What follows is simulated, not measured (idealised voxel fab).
Process module in this document: voxel self aligned contacts
Square cells of 5 nm make up the cross-section cut, whose width is 225 nm.
This document writes a cross-section as a grid whose cells are square, and gives it as bands, listed from the top down; one or more rows of cells form a band.
What a band's entry tells you: where the top is and where the bottom is, as heights in nm, and after that what lies inside, material by material from left to right, each with its width in nm. Empty space is written as the word "blank", and a single material marked with the word "everywhere" occupies the band from edge to edge.
For the purposes of this specification, 0 denotes the height below which the wafer in its as-received condition is composed wholly of one material, and the lowermost band, lacking a lower limit, extends downward without end, as expressed in "0..down".
Note: "30->40" means the width goes from the first number (top row of the band) to the second number (bottom row) in equal steps per row of cells.
Step marked "everything unchanged"? Then no cell in the cross-section changed in it.
"Enclosed void entries" - sealed voids, min. 8 cells, no opening to top; format: width x height at distance (distance from left edge; nm throughout).
Step line, after settings: the simulator's comment on this step.
If you see "overlay nm" on a step's line and that step has a mask, it's telling you how far right of where it was planned the mask ended up; a negative number means it went left instead.
List of planned process steps
| 1 | RECEIVE: material Si |
| 2 | CONFORMAL_DEP: material SiO2, thk nm 5 |
| 3 | DIRECTIONAL_DEP: material polySi, thk nm 20 |
| 4 | DIRECTIONAL_DEP: material SiN, thk nm 20 |
| 5 | DIRECTIONAL_DEP: material aC, thk nm 15 |
| 6 | PATTERN: tone cover, mask id GATE, material resist, width nm 35, pitch nm 75, thk nm 35, overlay nm 0 |
| 7 | DIRECTIONAL_ETCH: etch materials aC, depth nm 15 |
| 8 | STRIP: etch materials resist |
| 9 | DIRECTIONAL_ETCH: etch materials SiN, depth nm 20 |
| 10 | DIRECTIONAL_ETCH: etch materials polySi, depth nm 20 |
| 11 | STRIP: etch materials aC |
| 12 | CONFORMAL_DEP: material SiN, thk nm 10 |
| 13 | DIRECTIONAL_ETCH: etch materials SiN, depth nm 10 |
| 14 | FILL_DEP: material SiO2, thk nm 15 |
| 15 | CMP: height nm 55 |
| 16 | PATTERN: tone open, mask id CONTACT, material resist, width nm 50, thk nm 20, overlay nm 0 |
| 17 | DIRECTIONAL_ETCH: etch materials SiO2, depth nm 55 |
| 18 | STRIP: etch materials resist |
| 19 | CONFORMAL_DEP: material TiN, thk nm 5 |
| 20 | FILL_DEP: material W, thk nm 10 |
| 21 | CMP: height nm 55 |
| 22 | CONFORMAL_DEP: material SiCN, thk nm 5 |
The first of two wafers, run as planned
Cross-sectional view of the wafer in its as-received condition, corresponding to the state after step 1
0..down | Si everywhere
Enclosed void entries: none
Cross-section through the wafer, step 2 finished
5..0 | SiO2 everywhere
Unchanged below 0.
Cross-section through the wafer, step 3 finished
25..5 | polySi everywhere
Unchanged below 5.
Cross-section through the wafer, step 4 finished
45..25 | SiN everywhere
Unchanged below 25.
Cross-section through the wafer, step 5 finished
60..45 | aC everywhere
Unchanged below 45.
Cross-section through the wafer, step 6 finished
95..60 | blank=55, then resist=35, then blank=40, then resist=35, then blank=60
Unchanged below 60.
Cross-section through the wafer, step 7 finished
80..60 | blank=55, then resist=35, then blank=40, then resist=35, then blank=60
60..45 | blank=55, then aC=35, then blank=40, then aC=35, then blank=60
Unchanged below 45.
Cross-section through the wafer, step 8 finished
60..45 | blank=55, then aC=35, then blank=40, then aC=35, then blank=60
Unchanged below 45.
Cross-section through the wafer, step 9 finished
60..45 | blank=55, then aC=35, then blank=40, then aC=35, then blank=60
45..25 | blank=55, then SiN=35, then blank=40, then SiN=35, then blank=60
Unchanged below 25.
Cross-section through the wafer, step 10 finished
60..45 | blank=55, then aC=35, then blank=40, then aC=35, then blank=60
45..25 | blank=55, then SiN=35, then blank=40, then SiN=35, then blank=60
25..5 | blank=55, then polySi=35, then blank=40, then polySi=35, then blank=60
Unchanged below 5.
Cross-section through the wafer, step 11 finished
45..25 | blank=55, then SiN=35, then blank=40, then SiN=35, then blank=60
Unchanged below 25.
Cross-section through the wafer, step 12 finished
55..25 | blank=45, then SiN=55, then blank=20, then SiN=55, then blank=50
25..15 | blank=45, then SiN=10, then polySi=35, then SiN=10, then blank=20, then SiN=10, then polySi=35, then SiN=10, then blank=50
15..5 | SiN=55, then polySi=35, then SiN=40, then polySi=35, then SiN=60
Unchanged below 5.
Cross-section through the wafer, step 13 finished
45..25 | blank=45, then SiN=55, then blank=20, then SiN=55, then blank=50
25..5 | blank=45, then SiN=10, then polySi=35, then SiN=10, then blank=20, then SiN=10, then polySi=35, then SiN=10, then blank=50
Unchanged below 5.
Cross-section through the wafer, step 14 finished
60..45 | SiO2 everywhere
45..25 | SiO2=45, then SiN=55, then SiO2=20, then SiN=55, then SiO2=50
25..5 | SiO2=45, then SiN=10, then polySi=35, then SiN=10, then SiO2=20, then SiN=10, then polySi=35, then SiN=10, then SiO2=50
Unchanged below 5.
Cross-section through the wafer, step 15 finished
55..45 | SiO2 everywhere
Unchanged below 45.
Cross-section through the wafer, step 16 finished
75..55 | resist=85, then blank=50, then resist=90
Unchanged below 55.
Cross-section through the wafer, step 17 finished
75..55 | resist=85, then blank=50, then resist=90
55..45 | SiO2=85, then blank=50, then SiO2=90
45..25 | SiO2=45, then SiN=55, then blank=20, then SiN=55, then SiO2=50
25..5 | SiO2=45, then SiN=10, then polySi=35, then SiN=10, then blank=20, then SiN=10, then polySi=35, then SiN=10, then SiO2=50
5..0 | SiO2=100, then blank=20, then SiO2=105
Unchanged below 0.
Cross-section through the wafer, step 18 finished
55..45 | SiO2=85, then blank=50, then SiO2=90
Unchanged below 45.
Cross-section through the wafer, step 19 finished
60..55 | TiN=90, then blank=40, then TiN=95
55..45 | SiO2=85, then TiN=5->20, then blank=40->10, then TiN=5->20, then SiO2=90
45..25 | SiO2=45, then SiN=55, then TiN=5, then blank=10, then TiN=5, then SiN=55, then SiO2=50
25..5 | SiO2=45, then SiN=10, then polySi=35, then SiN=10, then TiN=5, then blank=10, then TiN=5, then SiN=10, then polySi=35, then SiN=10, then SiO2=50
5..0 | SiO2=100, then TiN=20, then SiO2=105
Unchanged below 0.
Cross-section through the wafer, step 20 finished
70..60 | W everywhere
60..55 | TiN=90, then W=40, then TiN=95
55..45 | SiO2=85, then TiN=5->20, then W=40->10, then TiN=5->20, then SiO2=90
45..25 | SiO2=45, then SiN=55, then TiN=5, then W=10, then TiN=5, then SiN=55, then SiO2=50
25..5 | SiO2=45, then SiN=10, then polySi=35, then SiN=10, then TiN=5, then W=10, then TiN=5, then SiN=10, then polySi=35, then SiN=10, then SiO2=50
Unchanged below 5.
Cross-section through the wafer, step 21 finished
55..45 | SiO2=85, then TiN=5->20, then W=40->10, then TiN=5->20, then SiO2=90
Unchanged below 45.
Cross-section through the wafer, step 22 finished
60..55 | SiCN everywhere
Unchanged below 55.
Companion wafer, the second of two: same beginning, same intended sequence, one mistake in carrying it out; through step 20 inclusive it tracks the first exactly
X-section, second wafer, when step 21 was due to finish: everything unchanged
X-section, second wafer, when step 22 was due to finish
75..70 | SiCN everywhere
Unchanged below 70.
Processing error: step 21 was dropped from the plan's execution and never run
at the end the second wafer has, in cells: +37 TiN; +98 W
